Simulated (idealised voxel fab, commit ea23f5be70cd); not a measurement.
Process module under the name voxel wiring stack
We display cut, a cross-section 145 nm in width whose square cells are each 5 nm.
If you're reading a cross-section in this doc, picture square cells in a grid; it comes to you as bands, top ones listed first down to the bottom, and a band can be one or more rows of cells.
Heads up on the band format: heights come first, top then bottom, in nm. After that it's the materials left to right, each with its width in nm. A single material flagged "everywhere" fills the whole band edge to edge, and "air" means there's empty space there.
Where do heights start? At 0: under that level the wafer as delivered is made of one material only. And the lowest band has no floor; it just carries on downward, as in "top 0, no bottom".
Per-row width for "30..40": begins at first number (top row of band), ends at second number (bottom row), increment between rows held constant.
Step marked "left unchanged"? Then no cell in the cross-section changed in it.
The label "Enclosed void entries" introduces a list of the empty spaces, 8 cells or larger, that have no open way up to the top; each entry in it reads width x height at distance, where the distance is taken from the left edge and all three are stated in nm.
Read whatever lies past the settings on a step's line as the simulator's own remark about the step.
Regarding "overlay nm": on a step with a mask, it is the distance the mask lay to the right of its planned place; a negative value places it to the left.

**Listed below are the process steps as planned**
1: RECEIVE: material Si
2: CONFORMAL_DEP: material SiO2, thk nm 15
3: DIRECTIONAL_DEP: material TiN, thk nm 5
4: DIRECTIONAL_DEP: material W, thk nm 15
5: MASKED_ETCH: tone cover, mask id METAL_1, width nm 30, pitch nm 60, etch materials W, depth nm 15, overlay nm 0
6: MASKED_ETCH: tone cover, mask id METAL_1, width nm 30, pitch nm 60, etch materials TiN, depth nm 5, overlay nm 0
7: FILL_DEP: material SiO2, thk nm 5
8: CMP: height nm 35
9: CONFORMAL_DEP: material SiCN, thk nm 5
10: DIRECTIONAL_DEP: material SiO2, thk nm 10
11: MASKED_ETCH: tone open, mask id PLUG_1, width nm 15, etch materials SiO2, depth nm 10, overlay nm 0
12: MASKED_ETCH: tone open, mask id PLUG_1, width nm 15, etch materials SiCN, depth nm 5, overlay nm 0
13: CONFORMAL_DEP: material TiN, thk nm 5
14: FILL_DEP: material Cu, thk nm 5
15: CMP: height nm 50
16: CONFORMAL_DEP: material SiN, thk nm 5
17: DIRECTIONAL_DEP: material lowk, thk nm 15
18: MASKED_ETCH: tone open, mask id METAL_2, width nm 30, pitch nm 60, etch materials lowk, depth nm 15, overlay nm 0
19: MASKED_ETCH: tone open, mask id METAL_2, width nm 30, pitch nm 60, etch materials SiN, depth nm 5, overlay nm 0
20: CONFORMAL_DEP: material TiN, thk nm 5
21: FILL_DEP: material Cu, thk nm 10
22: CMP: height nm 70
23: CONFORMAL_DEP: material SiCN, thk nm 5
24: DIRECTIONAL_DEP: material lowk, thk nm 30
25: MASKED_ETCH: tone open, mask id METAL_3, width nm 30, pitch nm 60, etch materials lowk, depth nm 15, overlay nm 0
26: MASKED_ETCH: tone open, mask id METAL_3_HOLES, width nm 15, etch materials lowk, depth nm 15, overlay nm 0
27: MASKED_ETCH: tone open, mask id METAL_3_HOLES, width nm 15, etch materials SiCN, depth nm 5, overlay nm 0
28: CONFORMAL_DEP: material TiN, thk nm 5
29: FILL_DEP: material Cu, thk nm 10
30: CMP: height nm 105
31: CONFORMAL_DEP: material SiCN, thk nm 5
32: DIRECTIONAL_DEP: material lowk, thk nm 10
33: DIRECTIONAL_DEP: material aC, thk nm 15
34: PATTERN: tone open, mask id PLUG_3, material resist, width nm 15, thk nm 30, overlay nm 0
35: DIRECTIONAL_ETCH: etch materials aC, depth nm 15
36: STRIP: etch materials resist
37: DIRECTIONAL_ETCH: etch materials lowk, depth nm 10
38: DIRECTIONAL_ETCH: etch materials SiCN, depth nm 5
39: STRIP: etch materials aC
40: EPI: material Ru, thk nm 10
41: EPI: material Ru, thk nm 5
42: DIRECTIONAL_DEP: material TiN, thk nm 5
43: DIRECTIONAL_DEP: material W, thk nm 15
44: PATTERN: tone cover, mask id METAL_4, material resist, width nm 30, pitch nm 60, thk nm 20, overlay nm 0
45: DIRECTIONAL_ETCH: etch materials W, depth nm 15
46: DIRECTIONAL_ETCH: etch materials TiN, depth nm 5
47: STRIP: etch materials resist
48: FILL_DEP: material SiO2, thk nm 5
49: CMP: height nm 140
50: CONFORMAL_DEP: material SiCN, thk nm 5

**Cross-section of the wafer at receipt, which is the condition after step 1**
* top 0, no bottom | Si everywhere
* Enclosed void entries: none

**The module was run from the start shown above using the plan shown above, but one mistake was made doing it; the resulting wafer cross-section is below**
* top 145, bottom 140 | SiCN everywhere
* top 140, bottom 125 | SiO2 25, then W 30, then SiO2 30, then W 30, then SiO2 30
* top 125, bottom 120 | SiO2 25, then TiN 30, then SiO2 30, then TiN 30, then SiO2 30
* top 120, bottom 110 | lowk 25, then Ru 15, then lowk 105
* top 110, bottom 105 | SiCN 25, then Ru 15, then SiCN 105
* top 105, bottom 95 | lowk 25, then TiN 5, then Cu 20, then TiN 5, then lowk 30, then TiN 5, then Cu 20, then TiN 5, then lowk 30
* top 95, bottom 90 | lowk 25, then TiN 5, then Cu 5, then TiN 20, then lowk 30, then TiN 30, then lowk 30
* top 90, bottom 75 | lowk 25, then TiN 5, then Cu 5, then TiN 5, then lowk 105
* top 75, bottom 70 | SiCN 25, then TiN 15, then SiCN 105
* top 70, bottom 55 | lowk 25, then TiN 5, then Cu 20, then TiN 5, then lowk 30, then TiN 5, then Cu 20, then TiN 5, then lowk 30
* top 55, bottom 50 | SiN 25, then TiN 30, then SiN 30, then TiN 30, then SiN 30
* top 50, bottom 40 | SiO2 25, then TiN 5, then Cu 5, then TiN 5, then SiO2 105
* top 40, bottom 35 | SiCN 25, then TiN 15, then SiCN 105
* top 35, bottom 30 | SiO2 25, then TiN 30, then SiO2 30, then TiN 30, then SiO2 30
* top 30, bottom 0 | SiO2 everywhere
* top 0, no bottom | Si everywhere
* Enclosed void entries: none
Run error: step 2 was run twice
